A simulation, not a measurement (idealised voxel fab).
Process module in this document: voxel capacitor over wiring
Pictured: cross-section cut, 175 nm wide, on a grid of 5 nm square cells.
Cross-sections here: square-cell grids, written as top-down lists of bands, a band being one or more rows of cells. For a band, the entry starts with two heights in nm, that of the top and then that of the bottom, and carries on with the band's materials in order from left to right, each alongside its width in nm; the word "throughout" beside a single material means it fills the band edge to edge, and "empty" means empty space. Measure heights from 0. That's the level where, below it, the as-received wafer is all one material. The lowest band is bottomless and extends downward; write it as in "0 and below". The width entry "30..40" should be interpreted row by row: the top row of cells in the band takes the first number, the bottom row takes the second number, and the change between adjacent rows is uniform throughout. It should be understood that the words "no modification", when stated for a given step, signify that the cross-section underwent no change in any of its cells during that step. Closed-off voids of 8+ cells (no open route to the top) go in "Encapsulated voids", written width x height at distance from the left edge, in nm. Read whatever lies past the settings on a step's line as the simulator's own remark about the step. overlay nm: on a step with a mask, how far right of its planned place the mask lay; negative means left.
Process steps - plan
1,RECEIVE with material Si
2,CONFORMAL_DEP with material SiO2, thk nm 15
3,CONFORMAL_DEP with material SiCN, thk nm 5
4,DIRECTIONAL_DEP with material SiO2, thk nm 15
5,PATTERN with tone open, mask id METAL_1, material resist, width nm 25, pitch nm 80, thk nm 20, overlay nm 0
6,DIRECTIONAL_ETCH with etch materials SiO2, depth nm 15
7,DIRECTIONAL_ETCH with etch materials SiCN, depth nm 5
8,STRIP with etch materials resist
9,CONFORMAL_DEP with material TiN, thk nm 5
10,FILL_DEP with material W, thk nm 10
11,CMP with height nm 35
12,CONFORMAL_DEP with material SiCN, thk nm 5
13,DIRECTIONAL_DEP with material lowk, thk nm 20
14,DIRECTIONAL_DEP with material aC, thk nm 15
15,PATTERN with tone open, mask id PLUG_1, material resist, width nm 15, thk nm 35, overlay nm 0
16,DIRECTIONAL_ETCH with etch materials aC, depth nm 15
17,STRIP with etch materials resist
18,DIRECTIONAL_ETCH with etch materials lowk, depth nm 20
19,DIRECTIONAL_ETCH with etch materials SiCN, depth nm 5
20,STRIP with etch materials aC
21,EPI with material Ru, thk nm 10
22,EPI with material Ru, thk nm 10
23,EPI with material Ru, thk nm 5
24,DIRECTIONAL_DEP with material TiN, thk nm 10
25,DIRECTIONAL_DEP with material Al2O3, thk nm 5
26,DIRECTIONAL_DEP with material TiN, thk nm 5
27,PATTERN with tone cover, mask id UPPER_PLATE, material resist, width nm 50, thk nm 20, overlay nm 0
28,DIRECTIONAL_ETCH with etch materials TiN, depth nm 5
29,DIRECTIONAL_ETCH with etch materials Al2O3, depth nm 5
30,STRIP with etch materials resist
31,DIRECTIONAL_DEP with material aC, thk nm 10
32,PATTERN with tone cover, mask id LOWER_PLATE, material resist, width nm 70, thk nm 30, overlay nm 0
33,DIRECTIONAL_ETCH with etch materials aC, depth nm 10
34,STRIP with etch materials resist
35,DIRECTIONAL_ETCH with etch materials TiN, depth nm 10
36,STRIP with etch materials aC
37,FILL_DEP with material SiO2, thk nm 20
38,CMP with height nm 95
39,MASKED_ETCH with tone open, mask id PLUG_2, width nm 15, etch materials SiO2, depth nm 15, overlay nm 0
40,CONFORMAL_DEP with material TiN, thk nm 5
41,FILL_DEP with material Ru, thk nm 5
42,CMP with height nm 95
43,CONFORMAL_DEP with material SiCN, thk nm 5
Be aware that, although all wafers share a common starting state, the width nm at step 27 differs among them, and the plan displays the first wafer's value.
Incoming state of the first of several wafers in cross-section: after step 1
  0 and below  Si throughout
  Encapsulated voids: none
Per wafer, end of module: cells gained (+) or lost (-) per material since receipt, then closed voids
width nm 50, +10 Al2O3, +17 Ru, +92 SiCN, +368 SiO2, +67 TiN, +18 W, +128 lowk, Encapsulated voids: none
width nm 55, +11 Al2O3, +17 Ru, +92 SiCN, +366 SiO2, +68 TiN, +18 W, +128 lowk, Encapsulated voids: none
width nm 60, +12 Al2O3, +17 Ru, +92 SiCN, +364 SiO2, +69 TiN, +18 W, +128 lowk, Encapsulated voids: none
width nm 65, +13 Al2O3, +17 Ru, +92 SiCN, +362 SiO2, +70 TiN, +18 W, +128 lowk, Encapsulated voids: none
width nm 70, +14 Al2O3, +17 Ru, +92 SiCN, +360 SiO2, +71 TiN, +18 W, +128 lowk, Encapsulated voids: none
width nm 75, +15 Al2O3, +17 Ru, +92 SiCN, +357 SiO2, +73 TiN, +18 W, +128 lowk, Encapsulated voids: none
